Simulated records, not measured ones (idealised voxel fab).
Title: Process Module voxel self aligned contacts
Section shown: cut. Width: 170 nm. Cell size: 5 nm, square.
A cross-section in this document is a grid of square cells, and it is written down as bands, the top band listed before the ones below it; a band is made up of one or more rows of cells. Each band's line starts with the height of the band's top and of its bottom, in nm. Then come its materials from left to right, each with its width in nm. One material with "everywhere" fills the band from edge to edge. "blank" is empty space. A quick word on heights: they are counted from 0, and under that level the wafer as it came to us is one material throughout. The lowest band is different from the rest in having no bottom; it simply continues downward, written as in "z 0 and below". A width such as "30 to 40" changes by the same amount from each row of cells to the next, from the band's top row to its bottom row. For the purposes of this document, the phrase "nothing different" attached to a step denotes that no cell within the cross-section was modified by that step. "Closed cavities" lists enclosed empty spaces (at least 8 cells, no open path upward to the top), each as width x height at distance from the left edge, in nm. If you see something after the settings on a step's line, that's the simulator's own remark about that step. What "overlay nm" on a step's line means: if the step has a mask, that mask lay this far to the right of its planned place, or, when the value is negative, to the left.

# Process steps - plan
1. RECEIVE,material Si
2. CONFORMAL_DEP,material SiO2,thk nm 5
3. DIRECTIONAL_DEP,material polySi,thk nm 25
4. DIRECTIONAL_DEP,material SiN,thk nm 20
5. PATTERN,tone cover,mask id GATE,material resist,width nm 25,pitch nm 60,thk nm 20,overlay nm 0
6. DIRECTIONAL_ETCH,etch materials SiN,depth nm 20
7. DIRECTIONAL_ETCH,etch materials polySi,depth nm 25
8. STRIP,etch materials resist
9. CONFORMAL_DEP,material SiN,thk nm 5
10. DIRECTIONAL_ETCH,etch materials SiN,depth nm 5
11. FILL_DEP,material SiO2,thk nm 15
12. CMP,height nm 55
13. DIRECTIONAL_DEP,material aC,thk nm 10
14. PATTERN,tone open,mask id CONTACT,material resist,width nm 45,thk nm 25,overlay nm 0
15. DIRECTIONAL_ETCH,etch materials aC,depth nm 10
16. STRIP,etch materials resist
17. DIRECTIONAL_ETCH,etch materials SiO2,depth nm 55
18. STRIP,etch materials aC
19. CONFORMAL_DEP,material TiN,thk nm 5
20. FILL_DEP,material Ru,thk nm 5
21. CMP,height nm 55
22. CONFORMAL_DEP,material SiCN,thk nm 5

# Cross-section, incoming material, after step 1
	z 0 and below | Si everywhere
	Closed cavities: none

# Post-module cross-section of the first of two wafers (run per plan)
	z 60 to 55 | SiCN everywhere
	z 55 to 50 | SiO2: 60  TiN: 15  Ru: 15  TiN: 15  SiO2: 65
	z 50 to 30 | SiO2: 35  SiN: 35  TiN: 5  Ru: 15  TiN: 5  SiN: 35  SiO2: 40
	z 30 to 5 | SiO2: 35  SiN: 5  polySi: 25  SiN: 5  TiN: 5  Ru: 15  TiN: 5  SiN: 5  polySi: 25  SiN: 5  SiO2: 40
	z 5 to 0 | SiO2: 70  TiN: 25  SiO2: 75
	z 0 and below | Si everywhere
	Closed cavities: none

# Cross-section at end of module for the second wafer of two, which matched the first in starting point and plan and differed by one mistake in its processing
	z 60 to 55 | SiCN everywhere
	z 55 to 45 | SiO2: 60  TiN: 5 to 15  Ru: 35 to 15  TiN: 5 to 15  SiO2: 65
	z 45 to 25 | SiO2: 35  SiN: 35  TiN: 5  Ru: 15  TiN: 5  SiN: 35  SiO2: 40
	z 25 to 5 | SiO2: 35  SiN: 5  polySi: 25  SiN: 5  TiN: 5  Ru: 15  TiN: 5  SiN: 5  polySi: 25  SiN: 5  SiO2: 40
	z 5 to 0 | SiO2: 35  SiN: 5  polySi: 25  SiN: 5  TiN: 25  SiN: 5  polySi: 25  SiN: 5  SiO2: 40
	z 0 and below | Si everywhere
	Closed cavities: none
Short version of what went wrong: not run: step 2 of the plan (skipped)
End check, counted in cells, second wafer has more or fewer of these materials than the first: +4 Ru; -4 SiO2
